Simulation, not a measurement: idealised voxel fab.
Proc. module: voxel self aligned vias
220 nm wide, 5 nm square cells: that's cross-section cut.
When this document writes out a cross-section, it uses a grid of square cells and lists it as bands, beginning at the top and moving down, with a band standing for one or more rows of cells.
Top, bottom (nm), then materials left to right with widths (nm); lone material tagged "edge to edge" fills the whole band edge to edge; "blank" = empty space.
Beneath 0, the wafer as received is one material, and that level is where height counting begins. The lowest band goes on downward without a bottom; it is written like "0 -> down".
The expression "30 to 40" gives the width at the extremes of the band, the first number at its top row of cells and the second at its bottom row, with the width changing by equal amounts from each row to the next in between.
"nothing altered" means the step left every cell of the cross-section as it was.
Empty spaces counting at least 8 cells and having no open way to the top are listed in "Unvented cavities". The notation width x height at distance is used for each, the distance being from the left edge and all three values in nm.
Formally, on a step line, whatever follows the settings is a remark that the simulator itself makes on the step.
overlay nm: right-of-plan distance of the mask on a masked step; negative values mean left-of-plan.
# Planned process steps
1. RECEIVE (material Si)
2. CONFORMAL_DEP (material SiO2; thk nm 10)
3. CONFORMAL_DEP (material SiCN; thk nm 5)
4. DIRECTIONAL_DEP (material SiO2; thk nm 20)
5. MASKED_ETCH (tone open; mask id LINES; width nm 25; pitch nm 65; etch materials SiO2; depth nm 20; overlay nm 0)
6. CONFORMAL_DEP (material TiN; thk nm 5)
7. FILL_DEP (material W; thk nm 10)
8. CMP (height nm 35)
9. SELECTIVE_ETCH (etch materials W Ru TiN; depth nm 5)
10. FILL_DEP (material SiN; thk nm 5)
11. CMP (height nm 35)
12. DIRECTIONAL_DEP (material SiO2; thk nm 15)
13. MASKED_ETCH (tone open; mask id VIAS; width nm 35; etch materials SiO2; depth nm 15; overlay nm 0)
14. MASKED_ETCH (tone open; mask id VIAS; width nm 35; etch materials SiN; depth nm 5; overlay nm 0)
15. CONFORMAL_DEP (material TiN; thk nm 5)
16. FILL_DEP (material Cu; thk nm 5)
17. CMP (height nm 50)
18. CONFORMAL_DEP (material SiCN; thk nm 5)
# So this is the incoming wafer in cross-section - it's already been through step 1
    0 -> down | Si edge to edge
    Unvented cavities: none
# Result of the module, cross-sectioned: start per above, plan per above, one error in how it was run
    55 -> 50 | TiN edge to edge
    50 -> 40 | SiO2=60; TiN=5; Cu=25; TiN=5; SiO2=125
    40 -> 35 | SiO2=60; TiN=10; Cu=15; TiN=10; SiO2=125
    35 -> 30 | SiO2=65; TiN=25; SiO2=40; SiN=25; SiO2=65
    30 -> 20 | SiO2=65; TiN=5; W=15; TiN=5; SiO2=40; TiN=5; W=15; TiN=5; SiO2=65
    20 -> 15 | SiO2=65; TiN=25; SiO2=40; TiN=25; SiO2=65
    15 -> 10 | SiCN edge to edge
    10 -> 0 | SiO2 edge to edge
    0 -> down | Si edge to edge
    Unvented cavities: none
Which mistake was made when the wafer was run? step 18 changed vs plan, executed as CONFORMAL_DEP (material TiN; thk nm 5)
